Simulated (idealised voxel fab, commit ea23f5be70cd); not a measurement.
process module | voxel released beams
cross-section cut | 205 nm wide | cells 5 nm
A cross-section is a grid of square cells, given in bands from the top down. A band is one or more rows of cells.
Each band's line starts with the height of the band's top and of its bottom, in nm. Then come its materials from left to right, each with its width in nm. One material with "throughout" fills the band from edge to edge. "air" is empty space.
Height 0 is the level under which the wafer as received is all one material. The lowest band goes on downwards, as in "0 down".
A width such as "30 to 40" changes by the same amount from each row of cells to the next, from the band's top row to its bottom row.
"no change" after a step means that no cell of the cross-section changed.
closed voids: empty space of 8 cells or more with no open way to the top, each as width x height at its distance from the left edge, in nm
after a step's settings: what the simulator itself notes on the step
overlay nm, on a step with a mask: how far to the right of its planned place the mask lay; to the left if negative
plan
1 op RECEIVE | material Si
2 op CONFORMAL_DEP | material SiN | thk nm 10
3 op DIRECTIONAL_DEP | material SiO2 | thk nm 15
4 op DIRECTIONAL_DEP | material aC | thk nm 10
5 op PATTERN | tone open | mask id ANCHOR | material resist | width nm 25 | thk nm 30 | overlay nm 0
6 op DIRECTIONAL_ETCH | etch materials aC | depth nm 10
7 op STRIP | etch materials resist
8 op DIRECTIONAL_ETCH | etch materials SiO2 | depth nm 15
9 op STRIP | etch materials aC
10 op CONFORMAL_DEP | material W | thk nm 10
11 op DIRECTIONAL_DEP | material aC | thk nm 15
12 op PATTERN | tone cover | mask id BEAM | material resist | width nm 90 | thk nm 35 | overlay nm 0
13 op DIRECTIONAL_ETCH | etch materials aC | depth nm 15
14 op STRIP | etch materials resist
15 op DIRECTIONAL_ETCH | etch materials W | depth nm 10
16 op STRIP | etch materials aC
17 op STRIP | etch materials SiO2
first wafer, as planned
as received, after step 1
  0 down: Si throughout
  closed voids: none
after step 2
  10 to 0: SiN throughout
  below 0: unchanged
after step 3
  25 to 10: SiO2 throughout
  below 10: unchanged
after step 4
  35 to 25: aC throughout
  below 25: unchanged
after step 5
  65 to 35: resist 60 | air 25 | resist 120
  below 35: unchanged
after step 6
  55 to 35: resist 60 | air 25 | resist 120
  35 to 25: aC 60 | air 25 | aC 120
  below 25: unchanged
after step 7
  35 to 25: aC 60 | air 25 | aC 120
  below 25: unchanged
after step 8
  35 to 25: aC 60 | air 25 | aC 120
  25 to 10: SiO2 60 | air 25 | SiO2 120
  below 10: unchanged
after step 9
  25 to 10: SiO2 60 | air 25 | SiO2 120
  below 10: unchanged
after step 10
  35 to 25: W 70 | air 5 | W 130
  25 to 20: SiO2 60 | W 10 | air 5 | W 10 | SiO2 120
  20 to 10: SiO2 60 | W 25 | SiO2 120
  below 10: unchanged
after step 11
  50 to 35: aC 70 | air 5 | aC 130
  35 to 25: W 70 | aC 5 | W 130
  25 to 20: SiO2 60 | W 10 | aC 5 | W 10 | SiO2 120
  below 20: unchanged
after step 12
  85 to 50: air 55 | resist 90 | air 60
  50 to 35: aC 70 | resist 5 | aC 130
  below 35: unchanged
after step 13
  70 to 50: air 55 | resist 90 | air 60
  50 to 35: air 55 | aC 15 | resist 5 | aC 70 | air 60
  below 35: unchanged
after step 14
  50 to 35: air 55 | aC 15 | air 5 | aC 70 | air 60
  below 35: unchanged
after step 15
  50 to 35: air 55 | aC 15 | air 5 | aC 70 | air 60
  35 to 25: air 55 | W 15 | aC 5 | W 70 | air 60
  below 25: unchanged
after step 16
  35 to 25: air 55 | W 15 | air 5 | W 70 | air 60
  25 to 20: SiO2 60 | W 10 | air 5 | W 10 | SiO2 120
  below 20: unchanged
after step 17
  35 to 25: air 55 | W 15 | air 5 | W 70 | air 60
  25 to 20: air 60 | W 10 | air 5 | W 10 | air 120
  20 to 10: air 60 | W 25 | air 120
  below 10: unchanged
second wafer: like start, like plan, one mistake. Through step 12 it matches the first wafer
when step 13 should have ended
  55 to 50: air 55 | resist 90 | air 60
  50 to 35: air 55 | aC 15 | resist 5 | aC 70 | air 60
  below 35: unchanged
when step 14 should have ended
  50 to 35: air 55 | aC 15 | air 5 | aC 70 | air 60
  below 35: unchanged
when step 15 should have ended
  50 to 35: air 55 | aC 15 | air 5 | aC 70 | air 60
  35 to 25: air 55 | W 15 | aC 5 | W 70 | air 60
  below 25: unchanged
when step 16 should have ended
  35 to 25: air 55 | W 15 | air 5 | W 70 | air 60
  25 to 20: SiO2 60 | W 10 | air 5 | W 10 | SiO2 120
  below 20: unchanged
when step 17 should have ended
  35 to 25: air 55 | W 15 | air 5 | W 70 | air 60
  25 to 20: air 60 | W 10 | air 5 | W 10 | air 120
  20 to 10: air 60 | W 25 | air 120
  below 10: unchanged
what went wrong: step 13 was run twice
at the end the two cross-sections are the same: no effect in what this model computes
